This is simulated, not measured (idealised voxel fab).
The following process module bears the name voxel capacitor over wiring.
Cross-section cut spans 160 nm and uses square cells 5 nm in size.
A cross-section is a grid of square cells, given in bands from the top down. A band is one or more rows of cells.
Read a band's entry like this: the first values are the height of its top and the height of its bottom in nm, and what follows is the sequence of materials from left to right, each with its width in nm. Note that "air" is empty space, and that a single material marked "full width" reaches across the band from edge to edge.
Heights from 0 (as-received wafer is one material below). Bottom band endless downward, as "from 0 down".
Think of "30->40" as a width that walks from the first number to the second as you go down the band, top row to bottom row, taking equal-sized steps from row to row.
"left unchanged" for a step: no cell of the cross-section changed in that step.
You'll see "Fully sealed voids" listing empty spaces that have no way open to the top, as long as they're 8 cells or more; the notation is width x height at distance, where the distance is from the left edge, and all of it is in nm.
Note: text after step settings on the step line = simulator remark on that step.
Among the settings permitted on a step's line is "overlay nm"; applied to a step with a mask, it specifies the extent to which the mask lay to the right of its planned position, whereas a negative figure signifies a position to the left.

# These are the steps we planned for the process
step 1: RECEIVE [material Si]
step 2: CONFORMAL_DEP [material SiO2] [thk nm 10]
step 3: CONFORMAL_DEP [material SiCN] [thk nm 5]
step 4: DIRECTIONAL_DEP [material SiO2] [thk nm 25]
step 5: MASKED_ETCH [tone open] [mask id METAL_1] [width nm 20] [pitch nm 75] [etch materials SiO2] [depth nm 25] [overlay nm 0]
step 6: MASKED_ETCH [tone open] [mask id METAL_1] [width nm 20] [pitch nm 75] [etch materials SiCN] [depth nm 5] [overlay nm 0]
step 7: CONFORMAL_DEP [material TiN] [thk nm 5]
step 8: FILL_DEP [material Cu] [thk nm 5]
step 9: CMP [height nm 40]
step 10: CONFORMAL_DEP [material SiCN] [thk nm 5]
step 11: DIRECTIONAL_DEP [material lowk] [thk nm 20]
step 12: DIRECTIONAL_DEP [material aC] [thk nm 15]
step 13: PATTERN [tone open] [mask id PLUG_1] [material resist] [width nm 15] [thk nm 35] [overlay nm 0]
step 14: DIRECTIONAL_ETCH [etch materials aC] [depth nm 15]
step 15: STRIP [etch materials resist]
step 16: DIRECTIONAL_ETCH [etch materials lowk] [depth nm 20]
step 17: DIRECTIONAL_ETCH [etch materials SiCN] [depth nm 5]
step 18: STRIP [etch materials aC]
step 19: EPI [material Ru] [thk nm 10]
step 20: EPI [material Ru] [thk nm 10]
step 21: EPI [material Ru] [thk nm 5]
step 22: DIRECTIONAL_DEP [material TiN] [thk nm 10]
step 23: DIRECTIONAL_DEP [material Al2O3] [thk nm 5]
step 24: DIRECTIONAL_DEP [material TiN] [thk nm 5]
step 25: PATTERN [tone cover] [mask id UPPER_PLATE] [material resist] [width nm 60] [thk nm 15] [overlay nm 0]
step 26: DIRECTIONAL_ETCH [etch materials TiN] [depth nm 5]
step 27: DIRECTIONAL_ETCH [etch materials Al2O3] [depth nm 5]
step 28: STRIP [etch materials resist]
step 29: PATTERN [tone cover] [mask id LOWER_PLATE] [material resist] [width nm 70] [thk nm 15] [overlay nm 0]
step 30: DIRECTIONAL_ETCH [etch materials TiN] [depth nm 10]
step 31: STRIP [etch materials resist]
step 32: FILL_DEP [material SiO2] [thk nm 20]
step 33: CMP [height nm 100]
step 34: DIRECTIONAL_DEP [material aC] [thk nm 15]
step 35: PATTERN [tone open] [mask id PLUG_2] [material resist] [width nm 15] [thk nm 30] [overlay nm 0]
step 36: DIRECTIONAL_ETCH [etch materials aC] [depth nm 15]
step 37: STRIP [etch materials resist]
step 38: DIRECTIONAL_ETCH [etch materials SiO2] [depth nm 15]
step 39: STRIP [etch materials aC]
step 40: CONFORMAL_DEP [material TiN] [thk nm 5]
step 41: FILL_DEP [material Cu] [thk nm 5]
step 42: CMP [height nm 100]
step 43: CONFORMAL_DEP [material SiCN] [thk nm 5]

# Wafer cross-section on receipt, i.e. after step 1
    from 0 down: Si full width
    Fully sealed voids: none

# End state of the module in cross-section, given the above starting point and plan and one mistake in execution
    from 105 to 100: SiCN full width
    from 100 to 90: 45 nm SiO2  5 nm TiN  5 nm Cu  5 nm TiN  100 nm SiO2
    from 90 to 85: 45 nm SiO2  15 nm TiN  100 nm SiO2
    from 85 to 80: 35 nm SiO2  60 nm Al2O3  65 nm SiO2
    from 80 to 70: 30 nm SiO2  70 nm TiN  60 nm SiO2
    from 70 to 65: TiN full width
    from 65 to 45: 35 nm lowk  15 nm Ru  110 nm lowk
    from 45 to 40: 35 nm SiCN  15 nm Ru  110 nm SiCN
    from 40 to 15: 30 nm SiO2  5 nm TiN  10 nm Cu  5 nm TiN  55 nm SiO2  5 nm TiN  10 nm Cu  5 nm TiN  35 nm SiO2
    from 15 to 10: 30 nm SiCN  20 nm TiN  55 nm SiCN  20 nm TiN  35 nm SiCN
    from 10 to 0: SiO2 full width
    from 0 down: Si full width
    Fully sealed voids: none
Run error: plan vs actual: 23 and 24 interchanged
